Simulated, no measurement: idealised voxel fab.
The process module presented herein is designated voxel transistor to metal.
Cross-sectional view cut (width: 160 nm; square cell size: 5 nm).
When this document writes out a cross-section, it uses a grid of square cells and lists it as bands, beginning at the top and moving down, with a band standing for one or more rows of cells.
Heights first: top, then bottom, in nm. Then materials, left to right, each with a width in nm. "everywhere" on a single material: fills the band edge to edge. "empty": empty space.
For the purposes of this specification, 0 denotes the height below which the wafer in its as-received condition is composed wholly of one material, and the lowermost band, lacking a lower limit, extends downward without end, as expressed in "0 down".
Width "30 to 40": first value at the band's top row of cells, second value at its bottom row, equal change from row to row.
Step marked "no modifications"? Then no cell in the cross-section changed in it.
The list in "Fully sealed voids" covers empty spaces of 8 cells or more that cannot reach the top through any open way, and it gives each as width x height at distance; the distance is from the left edge, and width, height and distance are in nm.
The remark found on a step's line after its settings is issued by the simulator itself and pertains to that step.
overlay nm: where the mask lay relative to plan, measured to the right, on steps with a mask; negatives go left.
Process steps foreseen in the plan
1. RECEIVE with material Si
2. OXIDIZE with depth nm 5
3. CONFORMAL_DEP with material SiN, thk nm 15
4. PATTERN with tone cover, mask id ACTIVE, material resist, width nm 120, thk nm 15, overlay nm 0
5. DIRECTIONAL_ETCH with etch materials SiN, depth nm 15
6. DIRECTIONAL_ETCH with etch materials SiO2, depth nm 5
7. DIRECTIONAL_ETCH with etch materials Si, depth nm 35
8. STRIP with etch materials resist
9. OXIDIZE with depth nm 5
10. FILL_DEP with material SiO2, thk nm 5
11. CMP with height nm 15
12. SELECTIVE_ETCH with etch materials SiO2, depth nm 5
13. STRIP with etch materials SiN
14. SELECTIVE_ETCH with etch materials SiO2, depth nm 5
15. OXIDIZE with depth nm 5
16. DIRECTIONAL_DEP with material polySi, thk nm 20
17. DIRECTIONAL_DEP with material SiCN, thk nm 10
18. MASKED_ETCH with tone cover, mask id GATE, width nm 30, etch materials SiCN, depth nm 20, overlay nm 0
19. MASKED_ETCH with tone cover, mask id GATE, width nm 30, etch materials polySi, depth nm 30, overlay nm 0
20. CONFORMAL_DEP with material SiO2, thk nm 5
21. DIRECTIONAL_ETCH with etch materials SiO2, depth nm 5
22. CONFORMAL_DEP with material SiN, thk nm 5
23. DIRECTIONAL_ETCH with etch materials SiN, depth nm 5
24. DIRECTIONAL_ETCH with etch materials SiO2, depth nm 5
25. DIRECTIONAL_ETCH with etch materials Si, depth nm 15
26. EPI with material SiGe, thk nm 20
27. FILL_DEP with material SiO2, thk nm 10
28. CMP with height nm 15
29. STRIP with etch materials polySi
30. SELECTIVE_ETCH with etch materials SiO2, depth nm 5
31. CONFORMAL_DEP with material HfO2, thk nm 5
32. CONFORMAL_DEP with material TiN, thk nm 5
33. FILL_DEP with material W, thk nm 10
34. CMP with height nm 10
35. DIRECTIONAL_DEP with material SiO2, thk nm 10
36. PATTERN with tone open, mask id CONTACT, material resist, width nm 20, pitch nm 90, thk nm 15, overlay nm 0
37. DIRECTIONAL_ETCH with etch materials SiO2, depth nm 25
38. STRIP with etch materials resist
39. CONFORMAL_DEP with material TiN, thk nm 5
40. FILL_DEP with material W, thk nm 5
41. CMP with height nm 20
42. DIRECTIONAL_DEP with material TiN, thk nm 5
43. DIRECTIONAL_DEP with material W, thk nm 20
44. PATTERN with tone cover, mask id METAL_1, material resist, width nm 20, pitch nm 90, thk nm 20, overlay nm 0
45. DIRECTIONAL_ETCH with etch materials W, depth nm 20
46. DIRECTIONAL_ETCH with etch materials TiN, depth nm 5
47. STRIP with etch materials resist
48. CONFORMAL_DEP with material SiN, thk nm 5
49. FILL_DEP with material SiO2, thk nm 10
50. CMP with height nm 45
51. CONFORMAL_DEP with material SiCN, thk nm 5
52. DIRECTIONAL_DEP with material SiO2, thk nm 35
53. PATTERN with tone open, mask id METAL_2_HOLES, material resist, width nm 15, pitch nm 90, thk nm 20, overlay nm 0
54. DIRECTIONAL_ETCH with etch materials SiO2, depth nm 35
55. STRIP with etch materials resist
56. PATTERN with tone open, mask id METAL_2, material resist, width nm 20, pitch nm 90, thk nm 15, overlay nm 0
57. DIRECTIONAL_ETCH with etch materials SiO2, depth nm 20
58. DIRECTIONAL_ETCH with etch materials SiCN, depth nm 5
59. STRIP with etch materials resist
60. CONFORMAL_DEP with material TiN, thk nm 5
61. FILL_DEP with material Cu, thk nm 10
62. CMP with height nm 85
63. CONFORMAL_DEP with material SiCN, thk nm 5
First out of two wafers; run went to plan
Wafer cross-section on receipt, i.e. after step 1
* 0 down = Si everywhere
* Fully sealed voids: none
The wafer in cross-section once step 2 is complete
* 0 to -5 = SiO2 everywhere
* below -5: unchanged
The wafer in cross-section once step 3 is complete
* 15 to 0 = SiN everywhere
* below 0: unchanged
The wafer in cross-section once step 4 is complete
* 30 to 15 = 20 empty, 120 resist, 20 empty
* below 15: unchanged
The wafer in cross-section once step 5 is complete
* 30 to 15 = 20 empty, 120 resist, 20 empty
* 15 to 0 = 20 empty, 120 SiN, 20 empty
* below 0: unchanged
The wafer in cross-section once step 6 is complete
* 30 to 15 = 20 empty, 120 resist, 20 empty
* 15 to 0 = 20 empty, 120 SiN, 20 empty
* 0 to -5 = 20 empty, 120 SiO2, 20 empty
* below -5: unchanged
The wafer in cross-section once step 7 is complete
* 30 to 15 = 20 empty, 120 resist, 20 empty
* 15 to 0 = 20 empty, 120 SiN, 20 empty
* 0 to -5 = 20 empty, 120 SiO2, 20 empty
* -5 to -40 = 20 empty, 120 Si, 20 empty
* below -40: unchanged
The wafer in cross-section once step 8 is complete
* 15 to 0 = 20 empty, 120 SiN, 20 empty
* below 0: unchanged
The wafer in cross-section once step 9 is complete
* 15 to 0 = 20 empty, 120 SiN, 20 empty
* 0 to -5 = 20 empty, 120 SiO2, 20 empty
* -5 to -40 = 20 empty, 5 SiO2, 110 Si, 5 SiO2, 20 empty
* -40 to -45 = 25 SiO2, 110 Si, 25 SiO2
* below -45: unchanged
The wafer in cross-section once step 10 is complete
* 20 to 15 = SiO2 everywhere
* 15 to 0 = 20 SiO2, 120 SiN, 20 SiO2
* 0 to -5 = SiO2 everywhere
* -5 to -45 = 25 SiO2, 110 Si, 25 SiO2
* below -45: unchanged
The wafer in cross-section once step 11 is complete
* 15 to 0 = 20 SiO2, 120 SiN, 20 SiO2
* below 0: unchanged
The wafer in cross-section once step 12 is complete
* 15 to 10 = 20 empty, 120 SiN, 20 empty
* below 10: unchanged
The wafer in cross-section once step 13 is complete
* 10 to 0 = 20 SiO2, 120 empty, 20 SiO2
* below 0: unchanged
The wafer in cross-section once step 14 is complete
* 5 to -5 = 15 SiO2, 130 empty, 15 SiO2
* below -5: unchanged
The wafer in cross-section once step 15 is complete
* 5 to -5 = 15 SiO2, 130 empty, 15 SiO2
* -5 to -10 = SiO2 everywhere
* below -10: unchanged
The wafer in cross-section once step 16 is complete
* 25 to 15 = 15 polySi, 130 empty, 15 polySi
* 15 to 5 = polySi everywhere
* 5 to -5 = 15 SiO2, 130 polySi, 15 SiO2
* below -5: unchanged
The wafer in cross-section once step 17 is complete
* 35 to 25 = 15 SiCN, 130 empty, 15 SiCN
* 25 to 15 = 15 polySi, 130 SiCN, 15 polySi
* below 15: unchanged
The wafer in cross-section once step 18 is complete
* 25 to 15 = 15 polySi, 50 empty, 30 SiCN, 50 empty, 15 polySi
* below 15: unchanged
The wafer in cross-section once step 19 is complete
* 25 to 15 = 65 empty, 30 SiCN, 65 empty
* 15 to 5 = 65 empty, 30 polySi, 65 empty
* 5 to -5 = 15 SiO2, 50 empty, 30 polySi, 50 empty, 15 SiO2
* below -5: unchanged
The wafer in cross-section once step 20 is complete
* 30 to 25 = 60 empty, 40 SiO2, 60 empty
* 25 to 15 = 60 empty, 5 SiO2, 30 SiCN, 5 SiO2, 60 empty
* 15 to 10 = 60 empty, 5 SiO2, 30 polySi, 5 SiO2, 60 empty
* 10 to 0 = 20 SiO2, 40 empty, 5 SiO2, 30 polySi, 5 SiO2, 40 empty, 20 SiO2
* 0 to -5 = 65 SiO2, 30 polySi, 65 SiO2
* below -5: unchanged
The wafer in cross-section once step 21 is complete
* 25 to 15 = 60 empty, 5 SiO2, 30 SiCN, 5 SiO2, 60 empty
* 15 to 5 = 60 empty, 5 SiO2, 30 polySi, 5 SiO2, 60 empty
* 5 to -5 = 20 SiO2, 40 empty, 5 SiO2, 30 polySi, 5 SiO2, 40 empty, 20 SiO2
* below -5: unchanged
The wafer in cross-section once step 22 is complete
* 30 to 25 = 55 empty, 50 SiN, 55 empty
* 25 to 15 = 55 empty, 5 SiN, 5 SiO2, 30 SiCN, 5 SiO2, 5 SiN, 55 empty
* 15 to 10 = 55 empty, 5 SiN, 5 SiO2, 30 polySi, 5 SiO2, 5 SiN, 55 empty
* 10 to 5 = 25 SiN, 30 empty, 5 SiN, 5 SiO2, 30 polySi, 5 SiO2, 5 SiN, 30 empty, 25 SiN
* 5 to 0 = 20 SiO2, 5 SiN, 30 empty, 5 SiN, 5 SiO2, 30 polySi, 5 SiO2, 5 SiN, 30 empty, 5 SiN, 20 SiO2
* 0 to -5 = 20 SiO2, 40 SiN, 5 SiO2, 30 polySi, 5 SiO2, 40 SiN, 20 SiO2
* below -5: unchanged
The wafer in cross-section once step 23 is complete
* 25 to 15 = 55 empty, 5 SiN, 5 SiO2, 30 SiCN, 5 SiO2, 5 SiN, 55 empty
* 15 to 5 = 55 empty, 5 SiN, 5 SiO2, 30 polySi, 5 SiO2, 5 SiN, 55 empty
* 5 to -5 = 20 SiO2, 5 SiN, 30 empty, 5 SiN, 5 SiO2, 30 polySi, 5 SiO2, 5 SiN, 30 empty, 5 SiN, 20 SiO2
* below -5: unchanged
The wafer in cross-section once step 24 is complete
* 25 to 20 = 55 empty, 5 SiN, 5 empty, 30 SiCN, 5 empty, 5 SiN, 55 empty
* 20 to 15 = 55 empty, 5 SiN, 5 SiO2, 30 SiCN, 5 SiO2, 5 SiN, 55 empty
* 15 to 5 = 55 empty, 5 SiN, 5 SiO2, 30 polySi, 5 SiO2, 5 SiN, 55 empty
* 5 to 0 = 20 empty, 5 SiN, 30 empty, 5 SiN, 5 SiO2, 30 polySi, 5 SiO2, 5 SiN, 30 empty, 5 SiN, 20 empty
* 0 to -5 = 20 SiO2, 5 SiN, 30 empty, 5 SiN, 5 SiO2, 30 polySi, 5 SiO2, 5 SiN, 30 empty, 5 SiN, 20 SiO2
* -5 to -10 = 25 SiO2, 30 empty, 50 SiO2, 30 empty, 25 SiO2
* below -10: unchanged
The wafer in cross-section once step 25 is complete
* 25 to 20 = 55 empty, 5 SiN, 5 empty, 30 SiCN, 5 empty, 5 SiN, 55 empty
* 20 to 15 = 55 empty, 5 SiN, 5 SiO2, 30 SiCN, 5 SiO2, 5 SiN, 55 empty
* 15 to 5 = 55 empty, 5 SiN, 5 SiO2, 30 polySi, 5 SiO2, 5 SiN, 55 empty
* 5 to 0 = 20 empty, 5 SiN, 30 empty, 5 SiN, 5 SiO2, 30 polySi, 5 SiO2, 5 SiN, 30 empty, 5 SiN, 20 empty
* 0 to -5 = 20 SiO2, 5 SiN, 30 empty, 5 SiN, 5 SiO2, 30 polySi, 5 SiO2, 5 SiN, 30 empty, 5 SiN, 20 SiO2
* -5 to -10 = 25 SiO2, 30 empty, 50 SiO2, 30 empty, 25 SiO2
* -10 to -25 = 25 SiO2, 30 empty, 50 Si, 30 empty, 25 SiO2
* below -25: unchanged
The wafer in cross-section once step 26 is complete
* 25 to 20 = 55 empty, 5 SiN, 5 empty, 30 SiCN, 5 empty, 5 SiN, 55 empty
* 20 to 15 = 55 empty, 5 SiN, 5 SiO2, 30 SiCN, 5 SiO2, 5 SiN, 55 empty
* 15 to 10 = 55 empty, 5 SiN, 5 SiO2, 30 polySi, 5 SiO2, 5 SiN, 55 empty
* 10 to 5 = 35 empty, 20 SiGe, 5 SiN, 5 SiO2, 30 polySi, 5 SiO2, 5 SiN, 20 SiGe, 35 empty
* 5 to 0 = 20 empty, 5 SiN, 10 empty, 20 SiGe, 5 SiN, 5 SiO2, 30 polySi, 5 SiO2, 5 SiN, 20 SiGe, 10 empty, 5 SiN, 20 empty
* 0 to -5 = 20 SiO2, 5 SiN, 10 empty, 20 SiGe, 5 SiN, 5 SiO2, 30 polySi, 5 SiO2, 5 SiN, 20 SiGe, 10 empty, 5 SiN, 20 SiO2
* -5 to -10 = 25 SiO2, 30 SiGe, 50 SiO2, 30 SiGe, 25 SiO2
* -10 to -25 = 25 SiO2, 30 SiGe, 50 Si, 30 SiGe, 25 SiO2
* below -25: unchanged
The wafer in cross-section once step 27 is complete
* 35 to 25 = SiO2 everywhere
* 25 to 15 = 55 SiO2, 5 SiN, 5 SiO2, 30 SiCN, 5 SiO2, 5 SiN, 55 SiO2
* 15 to 10 = 55 SiO2, 5 SiN, 5 SiO2, 30 polySi, 5 SiO2, 5 SiN, 55 SiO2
* 10 to 5 = 35 SiO2, 20 SiGe, 5 SiN, 5 SiO2, 30 polySi, 5 SiO2, 5 SiN, 20 SiGe, 35 SiO2
* 5 to -5 = 20 SiO2, 5 SiN, 10 SiO2, 20 SiGe, 5 SiN, 5 SiO2, 30 polySi, 5 SiO2, 5 SiN, 20 SiGe, 10 SiO2, 5 SiN, 20 SiO2
* below -5: unchanged
The wafer in cross-section once step 28 is complete
* 15 to 10 = 55 SiO2, 5 SiN, 5 SiO2, 30 polySi, 5 SiO2, 5 SiN, 55 SiO2
* below 10: unchanged
The wafer in cross-section once step 29 is complete
* 15 to 10 = 55 SiO2, 5 SiN, 5 SiO2, 30 empty, 5 SiO2, 5 SiN, 55 SiO2
* 10 to 5 = 35 SiO2, 20 SiGe, 5 SiN, 5 SiO2, 30 empty, 5 SiO2, 5 SiN, 20 SiGe, 35 SiO2
* 5 to -5 = 20 SiO2, 5 SiN, 10 SiO2, 20 SiGe, 5 SiN, 5 SiO2, 30 empty, 5 SiO2, 5 SiN, 20 SiGe, 10 SiO2, 5 SiN, 20 SiO2
* below -5: unchanged
The wafer in cross-section once step 30 is complete
* 15 to 10 = 55 empty, 5 SiN, 40 empty, 5 SiN, 55 empty
* 10 to 5 = 35 SiO2, 20 SiGe, 5 SiN, 40 empty, 5 SiN, 20 SiGe, 35 SiO2
* 5 to -5 = 20 SiO2, 5 SiN, 10 SiO2, 20 SiGe, 5 SiN, 40 empty, 5 SiN, 20 SiGe, 10 SiO2, 5 SiN, 20 SiO2
* -5 to -10 = 25 SiO2, 30 SiGe, 5 SiO2, 40 empty, 5 SiO2, 30 SiGe, 25 SiO2
* below -10: unchanged
The wafer in cross-section once step 31 is complete
* 20 to 15 = 50 empty, 15 HfO2, 30 empty, 15 HfO2, 50 empty
* 15 to 10 = 55 HfO2, 5 SiN, 5 HfO2, 30 empty, 5 HfO2, 5 SiN, 55 HfO2
* 10 to 5 = 35 SiO2, 20 SiGe, 5 SiN, 5 HfO2, 30 empty, 5 HfO2, 5 SiN, 20 SiGe, 35 SiO2
* 5 to -5 = 20 SiO2, 5 SiN, 10 SiO2, 20 SiGe, 5 SiN, 5 HfO2, 30 empty, 5 HfO2, 5 SiN, 20 SiGe, 10 SiO2, 5 SiN, 20 SiO2
* -5 to -10 = 25 SiO2, 30 SiGe, 5 SiO2, 40 HfO2, 5 SiO2, 30 SiGe, 25 SiO2
* below -10: unchanged
The wafer in cross-section once step 32 is complete
* 25 to 20 = 45 empty, 25 TiN, 20 empty, 25 TiN, 45 empty
* 20 to 15 = 50 TiN, 15 HfO2, 5 TiN, 20 empty, 5 TiN, 15 HfO2, 50 TiN
* 15 to 10 = 55 HfO2, 5 SiN, 5 HfO2, 5 TiN, 20 empty, 5 TiN, 5 HfO2, 5 SiN, 55 HfO2
* 10 to 5 = 35 SiO2, 20 SiGe, 5 SiN, 5 HfO2, 5 TiN, 20 empty, 5 TiN, 5 HfO2, 5 SiN, 20 SiGe, 35 SiO2
* 5 to 0 = 20 SiO2, 5 SiN, 10 SiO2, 20 SiGe, 5 SiN, 5 HfO2, 5 TiN, 20 empty, 5 TiN, 5 HfO2, 5 SiN, 20 SiGe, 10 SiO2, 5 SiN, 20 SiO2
* 0 to -5 = 20 SiO2, 5 SiN, 10 SiO2, 20 SiGe, 5 SiN, 5 HfO2, 30 TiN, 5 HfO2, 5 SiN, 20 SiGe, 10 SiO2, 5 SiN, 20 SiO2
* below -5: unchanged
The wafer in cross-section once step 33 is complete
* 35 to 25 = W everywhere
* 25 to 20 = 45 W, 25 TiN, 20 W, 25 TiN, 45 W
* 20 to 15 = 50 TiN, 15 HfO2, 5 TiN, 20 W, 5 TiN, 15 HfO2, 50 TiN
* 15 to 10 = 55 HfO2, 5 SiN, 5 HfO2, 5 TiN, 20 W, 5 TiN, 5 HfO2, 5 SiN, 55 HfO2
* 10 to 5 = 35 SiO2, 20 SiGe, 5 SiN, 5 HfO2, 5 TiN, 20 W, 5 TiN, 5 HfO2, 5 SiN, 20 SiGe, 35 SiO2
* 5 to 0 = 20 SiO2, 5 SiN, 10 SiO2, 20 SiGe, 5 SiN, 5 HfO2, 5 TiN, 20 W, 5 TiN, 5 HfO2, 5 SiN, 20 SiGe, 10 SiO2, 5 SiN, 20 SiO2
* below 0: unchanged
The wafer in cross-section once step 34 is complete
* 10 to 5 = 35 SiO2, 20 SiGe, 5 SiN, 5 HfO2, 5 TiN, 20 W, 5 TiN, 5 HfO2, 5 SiN, 20 SiGe, 35 SiO2
* below 5: unchanged
The wafer in cross-section once step 35 is complete
* 20 to 10 = SiO2 everywhere
* below 10: unchanged
The wafer in cross-section once step 36 is complete
* 35 to 20 = 25 resist, 20 empty, 70 resist, 20 empty, 25 resist
* below 20: unchanged
The wafer in cross-section once step 37 is complete
* 35 to 20 = 25 resist, 20 empty, 70 resist, 20 empty, 25 resist
* 20 to 10 = 25 SiO2, 20 empty, 70 SiO2, 20 empty, 25 SiO2
* 10 to 5 = 25 SiO2, 10 empty, 20 SiGe, 5 SiN, 5 HfO2, 5 TiN, 20 W, 5 TiN, 5 HfO2, 5 SiN, 20 SiGe, 10 empty, 25 SiO2
* 5 to 0 = 20 SiO2, 5 SiN, 10 empty, 20 SiGe, 5 SiN, 5 HfO2, 5 TiN, 20 W, 5 TiN, 5 HfO2, 5 SiN, 20 SiGe, 10 empty, 5 SiN, 20 SiO2
* 0 to -5 = 20 SiO2, 5 SiN, 10 empty, 20 SiGe, 5 SiN, 5 HfO2, 30 TiN, 5 HfO2, 5 SiN, 20 SiGe, 10 empty, 5 SiN, 20 SiO2
* below -5: unchanged
The wafer in cross-section once step 38 is complete
* 20 to 10 = 25 SiO2, 20 empty, 70 SiO2, 20 empty, 25 SiO2
* below 10: unchanged
The wafer in cross-section once step 39 is complete
* 25 to 20 = 30 TiN, 10 empty, 80 TiN, 10 empty, 30 TiN
* 20 to 15 = 25 SiO2, 5 TiN, 10 empty, 5 TiN, 70 SiO2, 5 TiN, 10 empty, 5 TiN, 25 SiO2
* 15 to 10 = 25 SiO2, 20 TiN, 70 SiO2, 20 TiN, 25 SiO2
* 10 to 5 = 25 SiO2, 10 TiN, 20 SiGe, 5 SiN, 5 HfO2, 5 TiN, 20 W, 5 TiN, 5 HfO2, 5 SiN, 20 SiGe, 10 TiN, 25 SiO2
* 5 to 0 = 20 SiO2, 5 SiN, 10 TiN, 20 SiGe, 5 SiN, 5 HfO2, 5 TiN, 20 W, 5 TiN, 5 HfO2, 5 SiN, 20 SiGe, 10 TiN, 5 SiN, 20 SiO2
* 0 to -5 = 20 SiO2, 5 SiN, 10 TiN, 20 SiGe, 5 SiN, 5 HfO2, 30 TiN, 5 HfO2, 5 SiN, 20 SiGe, 10 TiN, 5 SiN, 20 SiO2
* below -5: unchanged
The wafer in cross-section once step 40 is complete
* 30 to 25 = W everywhere
* 25 to 20 = 30 TiN, 10 W, 80 TiN, 10 W, 30 TiN
* 20 to 15 = 25 SiO2, 5 TiN, 10 W, 5 TiN, 70 SiO2, 5 TiN, 10 W, 5 TiN, 25 SiO2
* below 15: unchanged
The wafer in cross-section once step 41 is complete
* 20 to 15 = 25 SiO2, 5 TiN, 10 W, 5 TiN, 70 SiO2, 5 TiN, 10 W, 5 TiN, 25 SiO2
* below 15: unchanged
The wafer in cross-section once step 42 is complete
* 25 to 20 = TiN everywhere
* below 20: unchanged
The wafer in cross-section once step 43 is complete
* 45 to 25 = W everywhere
* below 25: unchanged
The wafer in cross-section once step 44 is complete
* 65 to 45 = 25 empty, 20 resist, 70 empty, 20 resist, 25 empty
* below 45: unchanged
The wafer in cross-section once step 45 is complete
* 65 to 45 = 25 empty, 20 resist, 70 empty, 20 resist, 25 empty
* 45 to 25 = 25 empty, 20 W, 70 empty, 20 W, 25 empty
* below 25: unchanged
The wafer in cross-section once step 46 is complete
* 65 to 45 = 25 empty, 20 resist, 70 empty, 20 resist, 25 empty
* 45 to 25 = 25 empty, 20 W, 70 empty, 20 W, 25 empty
* 25 to 20 = 25 empty, 20 TiN, 70 empty, 20 TiN, 25 empty
* below 20: unchanged
The wafer in cross-section once step 47 is complete
* 45 to 25 = 25 empty, 20 W, 70 empty, 20 W, 25 empty
* below 25: unchanged
The wafer in cross-section once step 48 is complete
* 50 to 45 = 20 empty, 30 SiN, 60 empty, 30 SiN, 20 empty
* 45 to 25 = 20 empty, 5 SiN, 20 W, 5 SiN, 60 empty, 5 SiN, 20 W, 5 SiN, 20 empty
* 25 to 20 = 25 SiN, 20 TiN, 70 SiN, 20 TiN, 25 SiN
* below 20: unchanged
The wafer in cross-section once step 49 is complete
* 60 to 50 = SiO2 everywhere
* 50 to 45 = 20 SiO2, 30 SiN, 60 SiO2, 30 SiN, 20 SiO2
* 45 to 25 = 20 SiO2, 5 SiN, 20 W, 5 SiN, 60 SiO2, 5 SiN, 20 W, 5 SiN, 20 SiO2
* below 25: unchanged
The wafer in cross-section once step 50 is complete
* 45 to 25 = 20 SiO2, 5 SiN, 20 W, 5 SiN, 60 SiO2, 5 SiN, 20 W, 5 SiN, 20 SiO2
* below 25: unchanged
The wafer in cross-section once step 51 is complete
* 50 to 45 = SiCN everywhere
* below 45: unchanged
The wafer in cross-section once step 52 is complete
* 85 to 50 = SiO2 everywhere
* below 50: unchanged
The wafer in cross-section once step 53 is complete
* 105 to 85 = 25 resist, 15 empty, 75 resist, 15 empty, 30 resist
* below 85: unchanged
The wafer in cross-section once step 54 is complete
* 105 to 85 = 25 resist, 15 empty, 75 resist, 15 empty, 30 resist
* 85 to 50 = 25 SiO2, 15 empty, 75 SiO2, 15 empty, 30 SiO2
* below 50: unchanged
The wafer in cross-section once step 55 is complete
* 85 to 50 = 25 SiO2, 15 empty, 75 SiO2, 15 empty, 30 SiO2
* below 50: unchanged
The wafer in cross-section once step 56 is complete
* 100 to 85 = 25 resist, 20 empty, 70 resist, 20 empty, 25 resist
* below 85: unchanged
The wafer in cross-section once step 57 is complete
* 100 to 85 = 25 resist, 20 empty, 70 resist, 20 empty, 25 resist
* 85 to 65 = 25 SiO2, 20 empty, 70 SiO2, 20 empty, 25 SiO2
* below 65: unchanged
The wafer in cross-section once step 58 is complete
* 100 to 85 = 25 resist, 20 empty, 70 resist, 20 empty, 25 resist
* 85 to 65 = 25 SiO2, 20 empty, 70 SiO2, 20 empty, 25 SiO2
* 65 to 50 = 25 SiO2, 15 empty, 75 SiO2, 15 empty, 30 SiO2
* 50 to 45 = 25 SiCN, 15 empty, 75 SiCN, 15 empty, 30 SiCN
* below 45: unchanged
The wafer in cross-section once step 59 is complete
* 85 to 65 = 25 SiO2, 20 empty, 70 SiO2, 20 empty, 25 SiO2
* below 65: unchanged
The wafer in cross-section once step 60 is complete
* 90 to 85 = 30 TiN, 10 empty, 80 TiN, 10 empty, 30 TiN
* 85 to 70 = 25 SiO2, 5 TiN, 10 empty, 5 TiN, 70 SiO2, 5 TiN, 10 empty, 5 TiN, 25 SiO2
* 70 to 65 = 25 SiO2, 5 TiN, 5 empty, 10 TiN, 70 SiO2, 5 TiN, 5 empty, 10 TiN, 25 SiO2
* 65 to 50 = 25 SiO2, 5 TiN, 5 empty, 5 TiN, 75 SiO2, 5 TiN, 5 empty, 5 TiN, 30 SiO2
* 50 to 45 = 25 SiCN, 15 TiN, 75 SiCN, 15 TiN, 30 SiCN
* below 45: unchanged
The wafer in cross-section once step 61 is complete
* 100 to 90 = Cu everywhere
* 90 to 85 = 30 TiN, 10 Cu, 80 TiN, 10 Cu, 30 TiN
* 85 to 70 = 25 SiO2, 5 TiN, 10 Cu, 5 TiN, 70 SiO2, 5 TiN, 10 Cu, 5 TiN, 25 SiO2
* 70 to 65 = 25 SiO2, 5 TiN, 5 Cu, 10 TiN, 70 SiO2, 5 TiN, 5 Cu, 10 TiN, 25 SiO2
* 65 to 50 = 25 SiO2, 5 TiN, 5 Cu, 5 TiN, 75 SiO2, 5 TiN, 5 Cu, 5 TiN, 30 SiO2
* below 50: unchanged
The wafer in cross-section once step 62 is complete
* 85 to 70 = 25 SiO2, 5 TiN, 10 Cu, 5 TiN, 70 SiO2, 5 TiN, 10 Cu, 5 TiN, 25 SiO2
* below 70: unchanged
The wafer in cross-section once step 63 is complete
* 90 to 85 = SiCN everywhere
* below 85: unchanged
Notes, second wafer: start = first wafer's, plan = first wafer's, execution had one mistake; history identical to first through step 43
Second wafer: cross-section at the scheduled end of step 44
* 65 to 45 = 25 empty, 25 resist, 65 empty, 25 resist, 20 empty
* below 45: unchanged
Second wafer: cross-section at the scheduled end of step 45
* 65 to 45 = 25 empty, 25 resist, 65 empty, 25 resist, 20 empty
* 45 to 25 = 25 empty, 25 W, 65 empty, 25 W, 20 empty
* below 25: unchanged
Second wafer: cross-section at the scheduled end of step 46
* 65 to 45 = 25 empty, 25 resist, 65 empty, 25 resist, 20 empty
* 45 to 25 = 25 empty, 25 W, 65 empty, 25 W, 20 empty
* 25 to 20 = 25 empty, 25 TiN, 65 empty, 25 TiN, 20 empty
* below 20: unchanged
Second wafer: cross-section at the scheduled end of step 47
* 45 to 25 = 25 empty, 25 W, 65 empty, 25 W, 20 empty
* below 25: unchanged
Second wafer: cross-section at the scheduled end of step 48
* 50 to 45 = 20 empty, 35 SiN, 55 empty, 35 SiN, 15 empty
* 45 to 25 = 20 empty, 5 SiN, 25 W, 5 SiN, 55 empty, 5 SiN, 25 W, 5 SiN, 15 empty
* 25 to 20 = 25 SiN, 25 TiN, 65 SiN, 25 TiN, 20 SiN
* below 20: unchanged
Second wafer: cross-section at the scheduled end of step 49
* 60 to 50 = SiO2 everywhere
* 50 to 45 = 20 SiO2, 35 SiN, 55 SiO2, 35 SiN, 15 SiO2
* 45 to 25 = 20 SiO2, 5 SiN, 25 W, 5 SiN, 55 SiO2, 5 SiN, 25 W, 5 SiN, 15 SiO2
* below 25: unchanged
Second wafer: cross-section at the scheduled end of step 50
* 45 to 25 = 20 SiO2, 5 SiN, 25 W, 5 SiN, 55 SiO2, 5 SiN, 25 W, 5 SiN, 15 SiO2
* below 25: unchanged
Second wafer: cross-section at the scheduled end of step 51
* 50 to 45 = SiCN everywhere
* below 45: unchanged
Second wafer: cross-section at the scheduled end of step 52
* 85 to 50 = SiO2 everywhere
* below 50: unchanged
Second wafer: cross-section at the scheduled end of step 53
* 105 to 85 = 25 resist, 15 empty, 75 resist, 15 empty, 30 resist
* below 85: unchanged
Second wafer: cross-section at the scheduled end of step 54
* 105 to 85 = 25 resist, 15 empty, 75 resist, 15 empty, 30 resist
* 85 to 50 = 25 SiO2, 15 empty, 75 SiO2, 15 empty, 30 SiO2
* below 50: unchanged
Second wafer: cross-section at the scheduled end of step 55
* 85 to 50 = 25 SiO2, 15 empty, 75 SiO2, 15 empty, 30 SiO2
* below 50: unchanged
Second wafer: cross-section at the scheduled end of step 56
* 100 to 85 = 25 resist, 20 empty, 70 resist, 20 empty, 25 resist
* below 85: unchanged
Second wafer: cross-section at the scheduled end of step 57
* 100 to 85 = 25 resist, 20 empty, 70 resist, 20 empty, 25 resist
* 85 to 65 = 25 SiO2, 20 empty, 70 SiO2, 20 empty, 25 SiO2
* below 65: unchanged
Second wafer: cross-section at the scheduled end of step 58
* 100 to 85 = 25 resist, 20 empty, 70 resist, 20 empty, 25 resist
* 85 to 65 = 25 SiO2, 20 empty, 70 SiO2, 20 empty, 25 SiO2
* 65 to 50 = 25 SiO2, 15 empty, 75 SiO2, 15 empty, 30 SiO2
* 50 to 45 = 25 SiCN, 15 empty, 75 SiCN, 15 empty, 30 SiCN
* below 45: unchanged
Second wafer: cross-section at the scheduled end of step 59
* 85 to 65 = 25 SiO2, 20 empty, 70 SiO2, 20 empty, 25 SiO2
* below 65: unchanged
Second wafer: cross-section at the scheduled end of step 60
* 90 to 85 = 30 TiN, 10 empty, 80 TiN, 10 empty, 30 TiN
* 85 to 70 = 25 SiO2, 5 TiN, 10 empty, 5 TiN, 70 SiO2, 5 TiN, 10 empty, 5 TiN, 25 SiO2
* 70 to 65 = 25 SiO2, 5 TiN, 5 empty, 10 TiN, 70 SiO2, 5 TiN, 5 empty, 10 TiN, 25 SiO2
* 65 to 50 = 25 SiO2, 5 TiN, 5 empty, 5 TiN, 75 SiO2, 5 TiN, 5 empty, 5 TiN, 30 SiO2
* 50 to 45 = 25 SiCN, 15 TiN, 75 SiCN, 15 TiN, 30 SiCN
* below 45: unchanged
Second wafer: cross-section at the scheduled end of step 61
* 100 to 90 = Cu everywhere
* 90 to 85 = 30 TiN, 10 Cu, 80 TiN, 10 Cu, 30 TiN
* 85 to 70 = 25 SiO2, 5 TiN, 10 Cu, 5 TiN, 70 SiO2, 5 TiN, 10 Cu, 5 TiN, 25 SiO2
* 70 to 65 = 25 SiO2, 5 TiN, 5 Cu, 10 TiN, 70 SiO2, 5 TiN, 5 Cu, 10 TiN, 25 SiO2
* 65 to 50 = 25 SiO2, 5 TiN, 5 Cu, 5 TiN, 75 SiO2, 5 TiN, 5 Cu, 5 TiN, 30 SiO2
* below 50: unchanged
Second wafer: cross-section at the scheduled end of step 62
* 85 to 70 = 25 SiO2, 5 TiN, 10 Cu, 5 TiN, 70 SiO2, 5 TiN, 10 Cu, 5 TiN, 25 SiO2
* below 70: unchanged
Second wafer: cross-section at the scheduled end of step 63
* 90 to 85 = SiCN everywhere
* below 85: unchanged
Against the plan, the run slipped here: step 44, actual vs plan mismatch, actual run PATTERN with tone cover, mask id METAL_1, material resist, width nm 25, pitch nm 90, thk nm 20, overlay nm 0
Looking at both finished wafers in cells, the second ends up ahead of or behind the first on some materials: -2 SiN; -8 SiO2; +2 TiN; +8 W
